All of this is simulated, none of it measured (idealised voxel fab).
Documented hereafter: the process module known as voxel trench capacitor.
Section cut is 295 nm wide and gridded with 5 nm square cells.
Notation: cross-section as square-cell grid; stated in bands, top first, going down; one or more cell rows per band.
Per band: top height and bottom height in nm, followed by the left-to-right materials and their widths in nm; "everywhere" marks a single material spanning edge to edge, "air" marks empty space.
A quick word on heights: they are counted from 0, and under that level the wafer as it came to us is one material throughout. The lowest band is different from the rest in having no bottom; it simply continues downward, written as in "from 0 down".
The two numbers in a width such as "30..40" mark its ends across the band: the first belongs to the top row of cells, the second to the bottom row, and from each row to the next the width moves by the same amount.
No cell of the cross-section changed in a step that is given as "nothing got changed".
Enclosed void listing: empty space of 8 cells or more with no open way to the top, each as width x height at its distance from the left edge, in nm
It should be noted that, on the line of a given step, the content following the step's settings is a remark produced by the simulator itself with respect to that step.
Steps that use a mask can have "overlay nm" on their line. It says how far the mask sat to the right of where it was meant to be. Negative means to the left.
-- Process steps (planned)
step 1: op RECEIVE | material Si
step 2: op CONFORMAL_DEP | material SiN | thk nm 10
step 3: op DIRECTIONAL_DEP | material aC | thk nm 10
step 4: op PATTERN | tone open | mask id TRENCH | material resist | width nm 20 | pitch nm 50 | thk nm 30 | overlay nm 0
step 5: op DIRECTIONAL_ETCH | etch materials aC | depth nm 10
step 6: op STRIP | etch materials resist
step 7: op DIRECTIONAL_ETCH | etch materials SiN | depth nm 10
step 8: op DIRECTIONAL_ETCH | etch materials Si | depth nm 35
step 9: op STRIP | etch materials aC
step 10: op CONFORMAL_DEP | material Al2O3 | thk nm 5
step 11: op FILL_DEP | material polySi | thk nm 5
step 12: op CMP | height nm 10
-- The cross-section here shows the wafer as received, i.e. in its state after step 1
* from 0 down = Si everywhere
* Enclosed void listing: none
-- End-of-module cross-section of the first of two wafers, processed as planned
* from 10 to 0 = SiN: 60; Al2O3: 5; polySi: 10; Al2O3: 5; SiN: 30; Al2O3: 5; polySi: 10; Al2O3: 5; SiN: 30; Al2O3: 5; polySi: 10; Al2O3: 5; SiN: 30; Al2O3: 5; polySi: 10; Al2O3: 5; SiN: 65
* from 0 to -30 = Si: 60; Al2O3: 5; polySi: 10; Al2O3: 5; Si: 30; Al2O3: 5; polySi: 10; Al2O3: 5; Si: 30; Al2O3: 5; polySi: 10; Al2O3: 5; Si: 30; Al2O3: 5; polySi: 10; Al2O3: 5; Si: 65
* from -30 to -35 = Si: 60; Al2O3: 20; Si: 30; Al2O3: 20; Si: 30; Al2O3: 20; Si: 30; Al2O3: 20; Si: 65
* from -35 down = Si everywhere
* Enclosed void listing: none
-- Here is the second of the two wafers cut open at the end of the module - same start, same plan as the first one, but we made one mistake running it
* from 10 to 0 = SiN: 60; Al2O3: 5; polySi: 10; Al2O3: 5; SiN: 30; Al2O3: 5; polySi: 10; Al2O3: 5; SiN: 30; Al2O3: 5; polySi: 10; Al2O3: 5; SiN: 30; Al2O3: 5; polySi: 10; Al2O3: 5; SiN: 65
* from 0 to -25 = Si: 60; Al2O3: 5; polySi: 10; Al2O3: 5; Si: 30; Al2O3: 5; polySi: 10; Al2O3: 5; Si: 30; Al2O3: 5; polySi: 10; Al2O3: 5; Si: 30; Al2O3: 5; polySi: 10; Al2O3: 5; Si: 65
* from -25 to -30 = Si: 60; Al2O3: 20; Si: 30; Al2O3: 20; Si: 30; Al2O3: 20; Si: 30; Al2O3: 20; Si: 65
* from -30 down = Si everywhere
* Enclosed void listing: none
What was the processing mistake? for step 8, the planned setting was not used; the step was instead run as op DIRECTIONAL_ETCH | etch materials Si | depth nm 30
Counted in cells at the end, the second wafer holds more or fewer of these materials than the first: Al2O3: 8 fewer | Si: 16 more | polySi: 8 fewer
